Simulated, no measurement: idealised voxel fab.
The following is a process module called voxel capacitor over wiring.
In the cross-section labelled cut, the width is 295 nm and each square cell is 5 nm.
Cross-section format: a grid of square cells, given as bands from top to bottom; each band is one or more rows of cells. The entry gives the band's vertical extent as a top height and a bottom height in nm, then its horizontal make-up as materials from left to right, each with a width in nm. "air" stands for empty space; a single material marked "throughout" fills the band edge to edge. Counting heights begins at 0, where everything beneath is, in the wafer as received, one material. The lowest band has no bottom; it goes on downwards, as "top 0, no bottom" shows. When a width is written as two numbers, as in "30 to 40", the first number is the width in the top row of cells of the band and the second is the width in its bottom row, and the width changes by the same amount from each row to the next. Key: "no modification" - step with no changed cell in the cross-section. Empty spaces without an open route to the top, at least 8 cells in extent, make up the entry "closed voids"; each is given as width x height at distance, where the distance is measured from the left edge, and all are in nm. Anything after a step's settings on that line? It's the simulator's own note about the step. "overlay nm" answers the question of how far to the right of plan the mask lay on a step that has a mask, and when it is negative the answer is to the left.
### The process steps that were planned are listed below
1) RECEIVE with material Si
2) CONFORMAL_DEP with material SiO2, thk nm 10
3) CONFORMAL_DEP with material SiCN, thk nm 5
4) DIRECTIONAL_DEP with material SiO2, thk nm 15
5) DIRECTIONAL_DEP with material aC, thk nm 10
6) PATTERN with tone open, mask id METAL_1, material resist, width nm 20, pitch nm 80, thk nm 25, overlay nm 0
7) DIRECTIONAL_ETCH with etch materials aC, depth nm 10
8) STRIP with etch materials resist
9) DIRECTIONAL_ETCH with etch materials SiO2, depth nm 15
10) DIRECTIONAL_ETCH with etch materials SiCN, depth nm 5
11) STRIP with etch materials aC
12) CONFORMAL_DEP with material TiN, thk nm 5
13) FILL_DEP with material Cu, thk nm 10
14) CMP with height nm 30
15) CONFORMAL_DEP with material SiCN, thk nm 5
16) DIRECTIONAL_DEP with material lowk, thk nm 15
17) DIRECTIONAL_DEP with material aC, thk nm 10
18) PATTERN with tone open, mask id PLUG_1, material resist, width nm 15, thk nm 30, overlay nm 0
19) DIRECTIONAL_ETCH with etch materials aC, depth nm 10
20) STRIP with etch materials resist
21) DIRECTIONAL_ETCH with etch materials lowk, depth nm 15
22) DIRECTIONAL_ETCH with etch materials SiCN, depth nm 5
23) STRIP with etch materials aC
24) CONFORMAL_DEP with material TiN, thk nm 5
25) FILL_DEP with material Ru, thk nm 10
26) CMP with height nm 50
27) DIRECTIONAL_DEP with material TiN, thk nm 5
28) DIRECTIONAL_DEP with material SiN, thk nm 5
29) DIRECTIONAL_DEP with material TiN, thk nm 10
30) PATTERN with tone cover, mask id UPPER_PLATE, material resist, width nm 65, thk nm 15, overlay nm 0
31) DIRECTIONAL_ETCH with etch materials TiN, depth nm 10
32) DIRECTIONAL_ETCH with etch materials SiN, depth nm 5
33) STRIP with etch materials resist
34) DIRECTIONAL_DEP with material aC, thk nm 10
35) PATTERN with tone cover, mask id LOWER_PLATE, material resist, width nm 75, thk nm 25, overlay nm 0
36) DIRECTIONAL_ETCH with etch materials aC, depth nm 10
37) STRIP with etch materials resist
38) DIRECTIONAL_ETCH with etch materials TiN, depth nm 5
39) STRIP with etch materials aC
40) FILL_DEP with material SiO2, thk nm 20
41) CMP with height nm 85
42) PATTERN with tone open, mask id PLUG_2, material resist, width nm 15, thk nm 15, overlay nm 0
43) DIRECTIONAL_ETCH with etch materials SiO2, depth nm 15
44) STRIP with etch materials resist
45) CONFORMAL_DEP with material TiN, thk nm 5
46) FILL_DEP with material Ru, thk nm 5
47) CMP with height nm 85
48) CONFORMAL_DEP with material SiN, thk nm 5
### First of the two wafers, run per plan
### Cross-section of the wafer upon arrival, representing the state reached after step 1
> top 0, no bottom | Si throughout
> closed voids: none
### Cross-sectional representation of the wafer at the conclusion of step 2
> top 10, bottom 0 | SiO2 throughout
> Below 0, the layers are the same as they were.
### Cross-sectional representation of the wafer at the conclusion of step 3
> top 15, bottom 10 | SiCN throughout
> Below 10, the layers are the same as they were.
### Cross-sectional representation of the wafer at the conclusion of step 4
> top 30, bottom 15 | SiO2 throughout
> Below 15, the layers are the same as they were.
### Cross-sectional representation of the wafer at the conclusion of step 5
> top 40, bottom 30 | aC throughout
> Below 30, the layers are the same as they were.
### Cross-sectional representation of the wafer at the conclusion of step 6
> top 65, bottom 40 | resist (95), then air (20), then resist (60), then air (20), then resist (100)
> Below 40, the layers are the same as they were.
### Cross-sectional representation of the wafer at the conclusion of step 7
> top 55, bottom 40 | resist (95), then air (20), then resist (60), then air (20), then resist (100)
> top 40, bottom 30 | aC (95), then air (20), then aC (60), then air (20), then aC (100)
> Below 30, the layers are the same as they were.
### Cross-sectional representation of the wafer at the conclusion of step 8
> top 40, bottom 30 | aC (95), then air (20), then aC (60), then air (20), then aC (100)
> Below 30, the layers are the same as they were.
### Cross-sectional representation of the wafer at the conclusion of step 9
> top 40, bottom 30 | aC (95), then air (20), then aC (60), then air (20), then aC (100)
> top 30, bottom 15 | SiO2 (95), then air (20), then SiO2 (60), then air (20), then SiO2 (100)
> Below 15, the layers are the same as they were.
### Cross-sectional representation of the wafer at the conclusion of step 10
> top 40, bottom 30 | aC (95), then air (20), then aC (60), then air (20), then aC (100)
> top 30, bottom 15 | SiO2 (95), then air (20), then SiO2 (60), then air (20), then SiO2 (100)
> top 15, bottom 10 | SiCN (95), then air (20), then SiCN (60), then air (20), then SiCN (100)
> Below 10, the layers are the same as they were.
### Cross-sectional representation of the wafer at the conclusion of step 11
> top 30, bottom 15 | SiO2 (95), then air (20), then SiO2 (60), then air (20), then SiO2 (100)
> Below 15, the layers are the same as they were.
### Cross-sectional representation of the wafer at the conclusion of step 12
> top 35, bottom 30 | TiN (100), then air (10), then TiN (70), then air (10), then TiN (105)
> top 30, bottom 15 | SiO2 (95), then TiN (5), then air (10), then TiN (5), then SiO2 (60), then TiN (5), then air (10), then TiN (5), then SiO2 (100)
> top 15, bottom 10 | SiCN (95), then TiN (20), then SiCN (60), then TiN (20), then SiCN (100)
> Below 10, the layers are the same as they were.
### Cross-sectional representation of the wafer at the conclusion of step 13
> top 45, bottom 35 | Cu throughout
> top 35, bottom 30 | TiN (100), then Cu (10), then TiN (70), then Cu (10), then TiN (105)
> top 30, bottom 15 | SiO2 (95), then TiN (5), then Cu (10), then TiN (5), then SiO2 (60), then TiN (5), then Cu (10), then TiN (5), then SiO2 (100)
> Below 15, the layers are the same as they were.
### Cross-sectional representation of the wafer at the conclusion of step 14
> top 30, bottom 15 | SiO2 (95), then TiN (5), then Cu (10), then TiN (5), then SiO2 (60), then TiN (5), then Cu (10), then TiN (5), then SiO2 (100)
> Below 15, the layers are the same as they were.
### Cross-sectional representation of the wafer at the conclusion of step 15
> top 35, bottom 30 | SiCN throughout
> Below 30, the layers are the same as they were.
### Cross-sectional representation of the wafer at the conclusion of step 16
> top 50, bottom 35 | lowk throughout
> Below 35, the layers are the same as they were.
### Cross-sectional representation of the wafer at the conclusion of step 17
> top 60, bottom 50 | aC throughout
> Below 50, the layers are the same as they were.
### Cross-sectional representation of the wafer at the conclusion of step 18
> top 90, bottom 60 | resist (100), then air (15), then resist (180)
> Below 60, the layers are the same as they were.
### Cross-sectional representation of the wafer at the conclusion of step 19
> top 80, bottom 60 | resist (100), then air (15), then resist (180)
> top 60, bottom 50 | aC (100), then air (15), then aC (180)
> Below 50, the layers are the same as they were.
### Cross-sectional representation of the wafer at the conclusion of step 20
> top 60, bottom 50 | aC (100), then air (15), then aC (180)
> Below 50, the layers are the same as they were.
### Cross-sectional representation of the wafer at the conclusion of step 21
> top 60, bottom 50 | aC (100), then air (15), then aC (180)
> top 50, bottom 35 | lowk (100), then air (15), then lowk (180)
> Below 35, the layers are the same as they were.
### Cross-sectional representation of the wafer at the conclusion of step 22
> top 60, bottom 50 | aC (100), then air (15), then aC (180)
> top 50, bottom 35 | lowk (100), then air (15), then lowk (180)
> top 35, bottom 30 | SiCN (100), then air (15), then SiCN (180)
> Below 30, the layers are the same as they were.
### Cross-sectional representation of the wafer at the conclusion of step 23
> top 50, bottom 35 | lowk (100), then air (15), then lowk (180)
> Below 35, the layers are the same as they were.
### Cross-sectional representation of the wafer at the conclusion of step 24
> top 55, bottom 50 | TiN (105), then air (5), then TiN (185)
> top 50, bottom 35 | lowk (100), then TiN (5), then air (5), then TiN (5), then lowk (180)
> top 35, bottom 30 | SiCN (100), then TiN (15), then SiCN (180)
> Below 30, the layers are the same as they were.
### Cross-sectional representation of the wafer at the conclusion of step 25
> top 65, bottom 55 | Ru throughout
> top 55, bottom 50 | TiN (105), then Ru (5), then TiN (185)
> top 50, bottom 35 | lowk (100), then TiN (5), then Ru (5), then TiN (5), then lowk (180)
> Below 35, the layers are the same as they were.
### Cross-sectional representation of the wafer at the conclusion of step 26
> top 50, bottom 35 | lowk (100), then TiN (5), then Ru (5), then TiN (5), then lowk (180)
> Below 35, the layers are the same as they were.
### Cross-sectional representation of the wafer at the conclusion of step 27
> top 55, bottom 50 | TiN throughout
> Below 50, the layers are the same as they were.
### Cross-sectional representation of the wafer at the conclusion of step 28
> top 60, bottom 55 | SiN throughout
> Below 55, the layers are the same as they were.
### Cross-sectional representation of the wafer at the conclusion of step 29
> top 70, bottom 60 | TiN throughout
> Below 60, the layers are the same as they were.
### Cross-sectional representation of the wafer at the conclusion of step 30
> top 85, bottom 70 | air (100), then resist (65), then air (130)
> Below 70, the layers are the same as they were.
### Cross-sectional representation of the wafer at the conclusion of step 31
> top 85, bottom 70 | air (100), then resist (65), then air (130)
> top 70, bottom 60 | air (100), then TiN (65), then air (130)
> Below 60, the layers are the same as they were.
### Cross-sectional representation of the wafer at the conclusion of step 32
> top 85, bottom 70 | air (100), then resist (65), then air (130)
> top 70, bottom 60 | air (100), then TiN (65), then air (130)
> top 60, bottom 55 | air (100), then SiN (65), then air (130)
> Below 55, the layers are the same as they were.
### Cross-sectional representation of the wafer at the conclusion of step 33
> top 70, bottom 60 | air (100), then TiN (65), then air (130)
> Below 60, the layers are the same as they were.
### Cross-sectional representation of the wafer at the conclusion of step 34
> top 80, bottom 70 | air (100), then aC (65), then air (130)
> top 70, bottom 65 | air (100), then TiN (65), then air (130)
> top 65, bottom 60 | aC (100), then TiN (65), then aC (130)
> top 60, bottom 55 | aC (100), then SiN (65), then aC (130)
> Below 55, the layers are the same as they were.
### Cross-sectional representation of the wafer at the conclusion of step 35
> top 105, bottom 80 | air (95), then resist (75), then air (125)
> top 80, bottom 70 | air (95), then resist (5), then aC (65), then resist (5), then air (125)
> top 70, bottom 65 | air (95), then resist (5), then TiN (65), then resist (5), then air (125)
> Below 65, the layers are the same as they were.
### Cross-sectional representation of the wafer at the conclusion of step 36
> top 95, bottom 80 | air (95), then resist (75), then air (125)
> top 80, bottom 70 | air (95), then resist (5), then aC (65), then resist (5), then air (125)
> top 70, bottom 65 | air (95), then resist (5), then TiN (65), then resist (5), then air (125)
> top 65, bottom 60 | air (95), then aC (5), then TiN (65), then aC (5), then air (125)
> top 60, bottom 55 | air (95), then aC (5), then SiN (65), then aC (5), then air (125)
> Below 55, the layers are the same as they were.
### Cross-sectional representation of the wafer at the conclusion of step 37
> top 80, bottom 70 | air (100), then aC (65), then air (130)
> top 70, bottom 65 | air (100), then TiN (65), then air (130)
> Below 65, the layers are the same as they were.
### Cross-sectional representation of the wafer at the conclusion of step 38
> top 80, bottom 70 | air (100), then aC (65), then air (130)
> top 70, bottom 65 | air (100), then TiN (65), then air (130)
> top 65, bottom 60 | air (95), then aC (5), then TiN (65), then aC (5), then air (125)
> top 60, bottom 55 | air (95), then aC (5), then SiN (65), then aC (5), then air (125)
> top 55, bottom 50 | air (95), then TiN (75), then air (125)
> Below 50, the layers are the same as they were.
### Cross-sectional representation of the wafer at the conclusion of step 39
> top 70, bottom 60 | air (100), then TiN (65), then air (130)
> top 60, bottom 55 | air (100), then SiN (65), then air (130)
> Below 55, the layers are the same as they were.
### Cross-sectional representation of the wafer at the conclusion of step 40
> top 90, bottom 70 | SiO2 throughout
> top 70, bottom 60 | SiO2 (100), then TiN (65), then SiO2 (130)
> top 60, bottom 55 | SiO2 (100), then SiN (65), then SiO2 (130)
> top 55, bottom 50 | SiO2 (95), then TiN (75), then SiO2 (125)
> Below 50, the layers are the same as they were.
### Cross-sectional representation of the wafer at the conclusion of step 41
> top 85, bottom 70 | SiO2 throughout
> Below 70, the layers are the same as they were.
### Cross-sectional representation of the wafer at the conclusion of step 42
> top 100, bottom 85 | resist (110), then air (15), then resist (170)
> Below 85, the layers are the same as they were.
### Cross-sectional representation of the wafer at the conclusion of step 43
> top 100, bottom 85 | resist (110), then air (15), then resist (170)
> top 85, bottom 70 | SiO2 (110), then air (15), then SiO2 (170)
> Below 70, the layers are the same as they were.
### Cross-sectional representation of the wafer at the conclusion of step 44
> top 85, bottom 70 | SiO2 (110), then air (15), then SiO2 (170)
> Below 70, the layers are the same as they were.
### Cross-sectional representation of the wafer at the conclusion of step 45
> top 90, bottom 85 | TiN (115), then air (5), then TiN (175)
> top 85, bottom 75 | SiO2 (110), then TiN (5), then air (5), then TiN (5), then SiO2 (170)
> top 75, bottom 70 | SiO2 (110), then TiN (15), then SiO2 (170)
> Below 70, the layers are the same as they were.
### Cross-sectional representation of the wafer at the conclusion of step 46
> top 95, bottom 90 | Ru throughout
> top 90, bottom 85 | TiN (115), then Ru (5), then TiN (175)
> top 85, bottom 75 | SiO2 (110), then TiN (5), then Ru (5), then TiN (5), then SiO2 (170)
> Below 75, the layers are the same as they were.
### Cross-sectional representation of the wafer at the conclusion of step 47
> top 85, bottom 75 | SiO2 (110), then TiN (5), then Ru (5), then TiN (5), then SiO2 (170)
> Below 75, the layers are the same as they were.
### Cross-sectional representation of the wafer at the conclusion of step 48
> top 90, bottom 85 | SiN throughout
> Below 85, the layers are the same as they were.
### Wafer two. Identical start, identical plan. One mistake in execution. Identical history through step 29
### The second wafer in cross-section, at the planned close of step 30
> top 85, bottom 70 | air (105), then resist (55), then air (135)
> Below 70, the layers are the same as they were.
### The second wafer in cross-section, at the planned close of step 31
> top 85, bottom 70 | air (105), then resist (55), then air (135)
> top 70, bottom 60 | air (105), then TiN (55), then air (135)
> Below 60, the layers are the same as they were.
### The second wafer in cross-section, at the planned close of step 32
> top 85, bottom 70 | air (105), then resist (55), then air (135)
> top 70, bottom 60 | air (105), then TiN (55), then air (135)
> top 60, bottom 55 | air (105), then SiN (55), then air (135)
> Below 55, the layers are the same as they were.
### The second wafer in cross-section, at the planned close of step 33
> top 70, bottom 60 | air (105), then TiN (55), then air (135)
> Below 60, the layers are the same as they were.
### The second wafer in cross-section, at the planned close of step 34
> top 80, bottom 70 | air (105), then aC (55), then air (135)
> top 70, bottom 65 | air (105), then TiN (55), then air (135)
> top 65, bottom 60 | aC (105), then TiN (55), then aC (135)
> top 60, bottom 55 | aC (105), then SiN (55), then aC (135)
> Below 55, the layers are the same as they were.
### The second wafer in cross-section, at the planned close of step 35
> top 105, bottom 80 | air (95), then resist (75), then air (125)
> top 80, bottom 70 | air (95), then resist (10), then aC (55), then resist (10), then air (125)
> top 70, bottom 65 | air (95), then resist (10), then TiN (55), then resist (10), then air (125)
> Below 65, the layers are the same as they were.
### The second wafer in cross-section, at the planned close of step 36
> top 95, bottom 80 | air (95), then resist (75), then air (125)
> top 80, bottom 70 | air (95), then resist (10), then aC (55), then resist (10), then air (125)
> top 70, bottom 65 | air (95), then resist (10), then TiN (55), then resist (10), then air (125)
> top 65, bottom 60 | air (95), then aC (10), then TiN (55), then aC (10), then air (125)
> top 60, bottom 55 | air (95), then aC (10), then SiN (55), then aC (10), then air (125)
> Below 55, the layers are the same as they were.
### The second wafer in cross-section, at the planned close of step 37
> top 80, bottom 70 | air (105), then aC (55), then air (135)
> top 70, bottom 65 | air (105), then TiN (55), then air (135)
> Below 65, the layers are the same as they were.
### The second wafer in cross-section, at the planned close of step 38
> top 80, bottom 70 | air (105), then aC (55), then air (135)
> top 70, bottom 65 | air (105), then TiN (55), then air (135)
> top 65, bottom 60 | air (95), then aC (10), then TiN (55), then aC (10), then air (125)
> top 60, bottom 55 | air (95), then aC (10), then SiN (55), then aC (10), then air (125)
> top 55, bottom 50 | air (95), then TiN (75), then air (125)
> Below 50, the layers are the same as they were.
### The second wafer in cross-section, at the planned close of step 39
> top 70, bottom 60 | air (105), then TiN (55), then air (135)
> top 60, bottom 55 | air (105), then SiN (55), then air (135)
> Below 55, the layers are the same as they were.
### The second wafer in cross-section, at the planned close of step 40
> top 90, bottom 70 | SiO2 throughout
> top 70, bottom 60 | SiO2 (105), then TiN (55), then SiO2 (135)
> top 60, bottom 55 | SiO2 (105), then SiN (55), then SiO2 (135)
> top 55, bottom 50 | SiO2 (95), then TiN (75), then SiO2 (125)
> Below 50, the layers are the same as they were.
### The second wafer in cross-section, at the planned close of step 41
> top 85, bottom 70 | SiO2 throughout
> Below 70, the layers are the same as they were.
### The second wafer in cross-section, at the planned close of step 42
> top 100, bottom 85 | resist (110), then air (15), then resist (170)
> Below 85, the layers are the same as they were.
### The second wafer in cross-section, at the planned close of step 43
> top 100, bottom 85 | resist (110), then air (15), then resist (170)
> top 85, bottom 70 | SiO2 (110), then air (15), then SiO2 (170)
> Below 70, the layers are the same as they were.
### The second wafer in cross-section, at the planned close of step 44
> top 85, bottom 70 | SiO2 (110), then air (15), then SiO2 (170)
> Below 70, the layers are the same as they were.
### The second wafer in cross-section, at the planned close of step 45
> top 90, bottom 85 | TiN (115), then air (5), then TiN (175)
> top 85, bottom 75 | SiO2 (110), then TiN (5), then air (5), then TiN (5), then SiO2 (170)
> top 75, bottom 70 | SiO2 (110), then TiN (15), then SiO2 (170)
> Below 70, the layers are the same as they were.
### The second wafer in cross-section, at the planned close of step 46
> top 95, bottom 90 | Ru throughout
> top 90, bottom 85 | TiN (115), then Ru (5), then TiN (175)
> top 85, bottom 75 | SiO2 (110), then TiN (5), then Ru (5), then TiN (5), then SiO2 (170)
> Below 75, the layers are the same as they were.
### The second wafer in cross-section, at the planned close of step 47
> top 85, bottom 75 | SiO2 (110), then TiN (5), then Ru (5), then TiN (5), then SiO2 (170)
> Below 75, the layers are the same as they were.
### The second wafer in cross-section, at the planned close of step 48
> top 90, bottom 85 | SiN throughout
> Below 85, the layers are the same as they were.
Nonconformance to the process plan: for step 30, the planned setting was not used; the step was instead run as PATTERN with tone cover, mask id UPPER_PLATE, material resist, width nm 55, thk nm 15, overlay nm 0
Materials where the second wafer ends with more or fewer cells than the first: 2 fewer of SiN; 6 more of SiO2; 4 fewer of TiN
